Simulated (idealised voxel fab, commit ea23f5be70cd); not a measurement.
Process module heading - voxel double patterning
Displayed cross-section: cut, width of 210 nm, square cells sized 5 nm.
Cross-sections here: square-cell grids, written as top-down lists of bands, a band being one or more rows of cells. First you get the band's top height and its bottom height, in nm, and then the materials it's made of, left to right, with each width in nm. If you see a single material with "everywhere", that one covers the band edge to edge. "empty" is empty space. Zero point of the height axis is 0; under it, received wafer = one material. Lowest band: continues down indefinitely, "z 0 and below". You'd read "30 to 40" like this: the band's top row of cells is as wide as the first number, its bottom row is as wide as the second, and going down, every row changes width by the same amount as the row before did. "nothing changed" after a step means that no cell of the cross-section changed. The entry "Sealed void list" lists the empty spaces that cover at least 8 cells and have no open path to the top. Each is written as width x height at distance, where the distance is measured from the left edge and all three values are in nm. On a step's line, text after the settings is the simulator commenting on that step. overlay nm: for a step with a mask, the amount by which the mask lay right of where it was planned; a negative amount means left of it.

**Process steps - plan**
1) RECEIVE, material Si
2) CONFORMAL_DEP, material SiO2, thk nm 10
3) DIRECTIONAL_DEP, material polySi, thk nm 10
4) DIRECTIONAL_DEP, material SiCN, thk nm 5
5) DIRECTIONAL_DEP, material aC, thk nm 10
6) PATTERN, tone open, mask id FIRST, material resist, width nm 15, pitch nm 50, thk nm 30, overlay nm 0
7) DIRECTIONAL_ETCH, etch materials aC, depth nm 10
8) STRIP, etch materials resist
9) DIRECTIONAL_ETCH, etch materials SiCN, depth nm 5
10) STRIP, etch materials aC
11) MASKED_ETCH, tone open, mask id SECOND, width nm 15, pitch nm 50, etch materials SiCN, depth nm 5, overlay nm 0
12) DIRECTIONAL_ETCH, etch materials polySi, depth nm 10
13) STRIP, etch materials SiCN

**as received, after step 1**
z 0 and below | Si everywhere
Sealed void list: none

**Post-module cross-section of the first of two wafers (run per plan)**
z 20 to 10 | 45 nm polySi  15 nm empty  10 nm polySi  15 nm empty  10 nm polySi  15 nm empty  10 nm polySi  15 nm empty  10 nm polySi  15 nm empty  50 nm polySi
z 10 to 0 | SiO2 everywhere
z 0 and below | Si everywhere
Sealed void list: none

**Same start, same plan as the first wafer - but one mistake in the run. Cross-section of the second of the two at the end of the module**
z 15 to 10 | polySi everywhere
z 10 to 0 | SiO2 everywhere
z 0 and below | Si everywhere
Sealed void list: none
It is concluded that the wafer was processed incorrectly with respect to the plan, in that in deviation from the planned setting, step 4 was conducted as DIRECTIONAL_DEP, material polySi, thk nm 5
Wafer comparison, final, in cells, second relative to first, materials more or fewer: polySi: 12 fewer
